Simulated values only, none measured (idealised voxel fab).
This section sets out a process module, namely voxel trench capacitor.
This is section cut - it's 260 nm across, gridded in 5 nm square cells.
Heads up, the way a cross-section reads in here is a grid of square cells, handed over as bands from the top down, with every band being one or more rows of cells. Read a band's entry like this: the first values are the height of its top and the height of its bottom in nm, and what follows is the sequence of materials from left to right, each with its width in nm. Note that "air" is empty space, and that a single material marked "edge to edge" reaches across the band from edge to edge. Heights from 0 (as-received wafer is one material below). Bottom band endless downward, as "from 0 down". Quick explanation for "30..40": the width changes in equal steps down the rows of cells, from the first number in the band's top row to the second number in its bottom row. Step note "no modifications" = no cross-section cell changed. Listed in "Enclosed void entries": every empty space of 8 or more cells without an open way to the top. Form: width x height at distance, the distance being from the left edge, all in nm. That trailing text on a step's line, after the settings, is the simulator's own remark on the step. When a step includes a mask, the "overlay nm" setting on its line states how far to the right of its planned place that mask lay, and negative values state how far to the left.

Here's what the planned process steps look like:
1. RECEIVE [material Si]
2. CONFORMAL_DEP [material SiN] [thk nm 10]
3. DIRECTIONAL_DEP [material aC] [thk nm 15]
4. PATTERN [tone open] [mask id TRENCH] [material resist] [width nm 30] [pitch nm 60] [thk nm 35] [overlay nm 0]
5. DIRECTIONAL_ETCH [etch materials aC] [depth nm 15]
6. STRIP [etch materials resist]
7. DIRECTIONAL_ETCH [etch materials SiN] [depth nm 10]
8. DIRECTIONAL_ETCH [etch materials Si] [depth nm 40]
9. STRIP [etch materials aC]
10. CONFORMAL_DEP [material HfO2] [thk nm 5]
11. CONFORMAL_DEP [material TiN] [thk nm 5]
12. FILL_DEP [material W] [thk nm 10]
13. CMP [height nm 10]

Shown in cross-section is the wafer as received, that is, as it stands after step 1:
- from 0 down  Si edge to edge
- Enclosed void entries: none

Cross-section, first of two wafers, end of module, run as planned:
- from 10 to 0  25 of SiN, then 5 of HfO2, then 5 of TiN, then 10 of W, then 5 of TiN, then 5 of HfO2, then 30 of SiN, then 5 of HfO2, then 5 of TiN, then 10 of W, then 5 of TiN, then 5 of HfO2, then 30 of SiN, then 5 of HfO2, then 5 of TiN, then 10 of W, then 5 of TiN, then 5 of HfO2, then 30 of SiN, then 5 of HfO2, then 5 of TiN, then 10 of W, then 5 of TiN, then 5 of HfO2, then 25 of SiN
- from 0 to -30  25 of Si, then 5 of HfO2, then 5 of TiN, then 10 of W, then 5 of TiN, then 5 of HfO2, then 30 of Si, then 5 of HfO2, then 5 of TiN, then 10 of W, then 5 of TiN, then 5 of HfO2, then 30 of Si, then 5 of HfO2, then 5 of TiN, then 10 of W, then 5 of TiN, then 5 of HfO2, then 30 of Si, then 5 of HfO2, then 5 of TiN, then 10 of W, then 5 of TiN, then 5 of HfO2, then 25 of Si
- from -30 to -35  25 of Si, then 5 of HfO2, then 20 of TiN, then 5 of HfO2, then 30 of Si, then 5 of HfO2, then 20 of TiN, then 5 of HfO2, then 30 of Si, then 5 of HfO2, then 20 of TiN, then 5 of HfO2, then 30 of Si, then 5 of HfO2, then 20 of TiN, then 5 of HfO2, then 25 of Si
- from -35 to -40  25 of Si, then 30 of HfO2, then 30 of Si, then 30 of HfO2, then 30 of Si, then 30 of HfO2, then 30 of Si, then 30 of HfO2, then 25 of Si
- from -40 down  Si edge to edge
- Enclosed void entries: none

So this is wafer number two of the two, cut at the end of the module - it started where the first did and had the same plan, we just got one thing wrong running it:
- from 10 to 0  30 of SiN, then 5 of HfO2, then 5 of TiN, then 10 of W, then 5 of TiN, then 5 of HfO2, then 30 of SiN, then 5 of HfO2, then 5 of TiN, then 10 of W, then 5 of TiN, then 5 of HfO2, then 30 of SiN, then 5 of HfO2, then 5 of TiN, then 10 of W, then 5 of TiN, then 5 of HfO2, then 30 of SiN, then 5 of HfO2, then 5 of TiN, then 10 of W, then 5 of TiN, then 5 of HfO2, then 20 of SiN
- from 0 to -30  30 of Si, then 5 of HfO2, then 5 of TiN, then 10 of W, then 5 of TiN, then 5 of HfO2, then 30 of Si, then 5 of HfO2, then 5 of TiN, then 10 of W, then 5 of TiN, then 5 of HfO2, then 30 of Si, then 5 of HfO2, then 5 of TiN, then 10 of W, then 5 of TiN, then 5 of HfO2, then 30 of Si, then 5 of HfO2, then 5 of TiN, then 10 of W, then 5 of TiN, then 5 of HfO2, then 20 of Si
- from -30 to -35  30 of Si, then 5 of HfO2, then 20 of TiN, then 5 of HfO2, then 30 of Si, then 5 of HfO2, then 20 of TiN, then 5 of HfO2, then 30 of Si, then 5 of HfO2, then 20 of TiN, then 5 of HfO2, then 30 of Si, then 5 of HfO2, then 20 of TiN, then 5 of HfO2, then 20 of Si
- from -35 to -40  30 of Si, then 30 of HfO2, then 30 of Si, then 30 of HfO2, then 30 of Si, then 30 of HfO2, then 30 of Si, then 30 of HfO2, then 20 of Si
- from -40 down  Si edge to edge
- Enclosed void entries: none
Where did the run depart from the plan? in deviation from the planned setting, step 4 was conducted as PATTERN [tone open] [mask id TRENCH] [material resist] [width nm 30] [pitch nm 60] [thk nm 35] [overlay nm 5]
Cell counts per material: same on both final wafers. Positions: different.
